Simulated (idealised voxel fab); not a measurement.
Presented below is a process module, voxel transistor to metal.
Pictured: cross-section cut, 215 nm wide, on a grid of 5 nm square cells.
Bands, listed from the top down, are how a cross-section gets written in this document; the cross-section itself is a grid of square cells, and a band is one or more rows of them. Within each band entry, the heights of the top and of the bottom of the band appear first, in that order and in nm; the materials of the band then follow from left to right, each with its corresponding width in nm. The designation "all across" on a single material indicates that it fills the band from edge to edge; the designation "air" indicates empty space. Basically, 0 is our baseline, since under it the wafer straight out of the box is all one material. The bottom band has no lower end and keeps on going down, so it looks like "from 0 down". You'd read "30..40" like this: the band's top row of cells is as wide as the first number, its bottom row is as wide as the second, and going down, every row changes width by the same amount as the row before did. "nothing got changed" -> step changed no cross-section cell. Any empty space of 8 cells or more lacking an open way to the top shows up in "Listed closed voids" as width x height at distance, distance from the left edge, in nm. Heads up: the bit after the settings on a step's line is the simulator's remark on that step. "overlay nm" answers the question of how far to the right of plan the mask lay on a step that has a mask, and when it is negative the answer is to the left.
**plan**
1: RECEIVE (material Si)
2: OXIDIZE (depth nm 5)
3: CONFORMAL_DEP (material SiN; thk nm 15)
4: MASKED_ETCH (tone cover; mask id ACTIVE; width nm 105; etch materials SiN; depth nm 15; overlay nm 0)
5: MASKED_ETCH (tone cover; mask id ACTIVE; width nm 105; etch materials SiO2; depth nm 5; overlay nm 0)
6: MASKED_ETCH (tone cover; mask id ACTIVE; width nm 105; etch materials Si; depth nm 25; overlay nm 0)
7: OXIDIZE (depth nm 5)
8: FILL_DEP (material SiO2; thk nm 15)
9: CMP (height nm 15)
10: SELECTIVE_ETCH (etch materials SiO2; depth nm 10)
11: STRIP (etch materials SiN)
12: SELECTIVE_ETCH (etch materials SiO2; depth nm 5)
13: OXIDIZE (depth nm 5)
14: DIRECTIONAL_DEP (material polySi; thk nm 25)
15: DIRECTIONAL_DEP (material SiCN; thk nm 10)
16: PATTERN (tone cover; mask id GATE; material resist; width nm 15; thk nm 15; overlay nm 0)
17: DIRECTIONAL_ETCH (etch materials SiCN; depth nm 20)
18: DIRECTIONAL_ETCH (etch materials polySi; depth nm 35)
19: STRIP (etch materials resist)
20: CONFORMAL_DEP (material SiO2; thk nm 5)
21: DIRECTIONAL_ETCH (etch materials SiO2; depth nm 5)
22: CONFORMAL_DEP (material SiN; thk nm 10)
23: DIRECTIONAL_ETCH (etch materials SiN; depth nm 10)
24: DIRECTIONAL_ETCH (etch materials SiO2; depth nm 5)
25: DIRECTIONAL_ETCH (etch materials Si; depth nm 5)
26: EPI (material nSi; thk nm 10)
27: FILL_DEP (material SiO2; thk nm 10)
28: CMP (height nm 30)
29: DIRECTIONAL_DEP (material SiO2; thk nm 10)
30: MASKED_ETCH (tone open; mask id CONTACT; width nm 20; pitch nm 75; etch materials SiO2; depth nm 40; overlay nm 0)
31: CONFORMAL_DEP (material TiN; thk nm 5)
32: FILL_DEP (material W; thk nm 10)
33: CMP (height nm 40)
34: DIRECTIONAL_DEP (material TiN; thk nm 5)
35: DIRECTIONAL_DEP (material W; thk nm 15)
36: MASKED_ETCH (tone cover; mask id METAL_1; width nm 20; pitch nm 75; etch materials W; depth nm 15; overlay nm 0)
37: MASKED_ETCH (tone cover; mask id METAL_1; width nm 20; pitch nm 75; etch materials TiN; depth nm 5; overlay nm 0)
38: CONFORMAL_DEP (material SiN; thk nm 5)
39: FILL_DEP (material lowk; thk nm 10)
40: CMP (height nm 60)
41: CONFORMAL_DEP (material SiCN; thk nm 5)
42: DIRECTIONAL_DEP (material SiO2; thk nm 35)
43: PATTERN (tone open; mask id METAL_2_HOLES; material resist; width nm 15; pitch nm 75; thk nm 20; overlay nm 0)
44: DIRECTIONAL_ETCH (etch materials SiO2; depth nm 35)
45: STRIP (etch materials resist)
46: DIRECTIONAL_DEP (material aC; thk nm 15)
47: PATTERN (tone open; mask id METAL_2; material resist; width nm 20; pitch nm 75; thk nm 30; overlay nm 0)
48: DIRECTIONAL_ETCH (etch materials aC; depth nm 15)
49: STRIP (etch materials resist)
50: DIRECTIONAL_ETCH (etch materials SiO2; depth nm 20)
51: DIRECTIONAL_ETCH (etch materials SiCN; depth nm 5)
52: STRIP (etch materials aC)
53: CONFORMAL_DEP (material TiN; thk nm 5)
54: FILL_DEP (material Ru; thk nm 10)
55: CMP (height nm 100)
56: CONFORMAL_DEP (material SiN; thk nm 5)
**Cross-section of the wafer at receipt, which is the condition after step 1**
  from 0 down | Si all across
  Listed closed voids: none
**End-of-module cross-section. Starting structure and process plan as above; one mistake made in running it**
  from 105 to 100 | SiN all across
  from 100 to 85 | SiO2 (60), then TiN (5), then Ru (10), then TiN (5), then SiO2 (55), then TiN (5), then Ru (10), then TiN (5), then SiO2 (60)
  from 85 to 80 | SiO2 (60), then TiN (5), then Ru (5), then TiN (10), then SiO2 (55), then TiN (5), then Ru (5), then TiN (10), then SiO2 (60)
  from 80 to 65 | SiO2 (60), then TiN (5), then Ru (5), then TiN (5), then SiO2 (60), then TiN (5), then Ru (5), then TiN (5), then SiO2 (65)
  from 65 to 60 | SiCN (60), then TiN (15), then SiCN (60), then TiN (15), then SiCN (65)
  from 60 to 45 | lowk (55), then SiN (5), then W (20), then SiN (5), then lowk (45), then SiN (5), then W (20), then SiN (5), then lowk (55)
  from 45 to 40 | SiN (60), then TiN (20), then SiN (55), then TiN (20), then SiN (60)
  from 40 to 30 | SiO2 (60), then TiN (5), then W (10..5), then TiN (5..10), then SiO2 (55), then TiN (5), then W (10), then TiN (5), then SiO2 (60)
  from 30 to 20 | SiO2 (60), then TiN (5), then W (5), then TiN (5), then SiN (10), then SiO2 (5), then SiCN (15), then SiO2 (5), then SiN (10), then SiO2 (15), then TiN (5), then W (10), then TiN (5), then SiO2 (60)
  from 20 to 5 | SiO2 (60), then TiN (5), then W (5), then TiN (5), then SiN (10), then SiO2 (5), then polySi (15), then SiO2 (5), then SiN (10), then SiO2 (15), then TiN (5), then W (10), then TiN (5), then SiO2 (60)
  from 5 to 0 | SiO2 (60), then TiN (15), then SiN (10), then SiO2 (5), then polySi (15), then SiO2 (5), then SiN (10), then SiO2 (15), then TiN (20), then SiO2 (60)
  from 0 to -5 | SiO2 (55), then SiN (10), then nSi (10), then SiN (10), then SiO2 (5), then polySi (15), then SiO2 (5), then SiN (10), then nSi (10), then SiO2 (10), then nSi (10), then SiN (10), then SiO2 (55)
  from -5 to -10 | SiO2 (65), then nSi (10), then SiO2 (45), then nSi (30), then SiO2 (65)
  from -10 to -15 | SiO2 (60), then Si (5), then nSi (10), then Si (45), then nSi (30), then Si (5), then SiO2 (60)
  from -15 to -35 | SiO2 (60), then Si (95), then SiO2 (60)
  from -35 down | Si all across
  Listed closed voids: none
Which mistake was made when the wafer was run? step 16 changed vs plan, executed as PATTERN (tone cover; mask id GATE; material resist; width nm 15; thk nm 15; overlay nm -10)
